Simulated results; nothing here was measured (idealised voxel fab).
The following is a process module called voxel ribs on slabs.
We display cut, a cross-section 145 nm in width whose square cells are each 5 nm.
Cross-sections here: square-cell grids, written as top-down lists of bands, a band being one or more rows of cells.
For a band, the entry starts with two heights in nm, that of the top and then that of the bottom, and carries on with the band's materials in order from left to right, each alongside its width in nm; the word "all across" beside a single material means it fills the band edge to edge, and "blank" means empty space.
Zero point of the height axis is 0; under it, received wafer = one material. Lowest band: continues down indefinitely, "z 0 and below".
A width such as "30->40" changes by the same amount from each row of cells to the next, from the band's top row to its bottom row.
Reading "no modifications" for a step: not a cell of the cross-section changed in it.
The entry "Unvented voids" lists the empty spaces that cover at least 8 cells and have no open path to the top. Each is written as width x height at distance, where the distance is measured from the left edge and all three values are in nm.
Past the settings on a step's line: simulator remark, on that step.
If you see "overlay nm" on a step's line and that step has a mask, it's telling you how far right of where it was planned the mask ended up; a negative number means it went left instead.
## The steps planned for the process are as follows
1 RECEIVE [material Si]
2 DIRECTIONAL_DEP [material SiO2] [thk nm 25]
3 DIRECTIONAL_DEP [material SiN] [thk nm 20]
4 DIRECTIONAL_DEP [material aC] [thk nm 15]
5 PATTERN [tone cover] [mask id RIB] [material resist] [width nm 30] [thk nm 35] [overlay nm 0]
6 DIRECTIONAL_ETCH [etch materials aC] [depth nm 15]
7 STRIP [etch materials resist]
8 DIRECTIONAL_ETCH [etch materials SiN] [depth nm 5]
9 STRIP [etch materials aC]
10 PATTERN [tone cover] [mask id SLAB] [material resist] [width nm 90] [thk nm 20] [overlay nm 0]
11 DIRECTIONAL_ETCH [etch materials SiN] [depth nm 15]
12 STRIP [etch materials resist]
13 FILL_DEP [material SiO2] [thk nm 15]
14 CMP [height nm 55]
15 DIRECTIONAL_DEP [material TiN] [thk nm 5]
16 MASKED_ETCH [tone cover] [mask id HEATER] [width nm 40] [etch materials TiN] [depth nm 5] [overlay nm 0]
17 CONFORMAL_DEP [material SiO2] [thk nm 10]
## Wafer at receipt (post step 1), cross-section
> z 0 and below | Si all across
> Unvented voids: none
## Module complete, cross-section. Starting point and plan per above. One mistake made in running the module
> z 70 to 65 | blank: 40; SiO2: 60; blank: 45
> z 65 to 60 | SiO2 all across
> z 60 to 55 | SiO2: 50; TiN: 40; SiO2: 55
> z 55 to 40 | SiO2: 25; SiN: 90; SiO2: 30
> z 40 to 25 | aC all across
> z 25 to 0 | SiO2 all across
> z 0 and below | Si all across
> Unvented voids: none
Against the plan, the run slipped here: it was found that steps 3 and 4 of the process plan had been performed in exchanged positions
